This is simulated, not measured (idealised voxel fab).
Process module heading - voxel fin reveal
Xsec cut, 175 nm wide, square cell size 5 nm.
Cross-section = grid of square cells, listed top down in bands; band = one or more rows.
Heads up on the band format: heights come first, top then bottom, in nm. After that it's the materials left to right, each with its width in nm. A single material flagged "throughout" fills the whole band edge to edge, and "blank" means there's empty space there.
Zero point of the height axis is 0; under it, received wafer = one material. Lowest band: continues down indefinitely, "0 -> down".
Quick explanation for "30 to 40": the width changes in equal steps down the rows of cells, from the first number in the band's top row to the second number in its bottom row.
Key: "no alterations made" - step with no changed cell in the cross-section.
In "Fully enclosed voids" the enclosed voids are listed, meaning empty spaces of 8 cells or larger without any opening to the top. The form is width x height at distance, distance from the left edge, units nm.
Whatever follows a step's settings on its line is a remark the simulator itself makes about that step.
"overlay nm" on a masked step: distance the mask lay right of its planned place, negative for left.
Planned process steps
| 1 | RECEIVE | material Si |
| 2 | CONFORMAL_DEP | material SiN | thk nm 10 |
| 3 | MASKED_ETCH | tone cover | mask id FINS | width nm 15 | pitch nm 40 | etch materials SiN | depth nm 5 | overlay nm 0 |
| 4 | MASKED_ETCH | tone cover | mask id FINS | width nm 15 | pitch nm 40 | etch materials Si | depth nm 40 | overlay nm 0 |
| 5 | FILL_DEP | material SiO2 | thk nm 5 |
| 6 | CMP | height nm 10 |
| 7 | SELECTIVE_ETCH | etch materials SiO2 | depth nm 25 |
| 8 | STRIP | etch materials SiN |
| 9 | CONFORMAL_DEP | material HfO2 | thk nm 5 |
It is noted that the wafers described herein are identical at the outset and are distinguished by the depth nm of step 3; the value stated in the plan corresponds to the first wafer.
Incoming state of the first of several wafers in cross-section: after step 1
* 0 -> down: Si throughout
* Fully enclosed voids: none
The following table contains a row per wafer, in which are reported, at the conclusion of the module, the cells of each material gained (+) or lost (-) since the wafer's receipt, with its closed voids given thereafter
depth nm 5 | +35 HfO2 | Fully enclosed voids: none
depth nm 10 | +47 HfO2 | -232 Si | +145 SiO2 | Fully enclosed voids: none
depth nm 15 | +47 HfO2 | -232 Si | +145 SiO2 | Fully enclosed voids: none
depth nm 20 | +47 HfO2 | -232 Si | +145 SiO2 | Fully enclosed voids: none
depth nm 25 | +47 HfO2 | -232 Si | +145 SiO2 | Fully enclosed voids: none
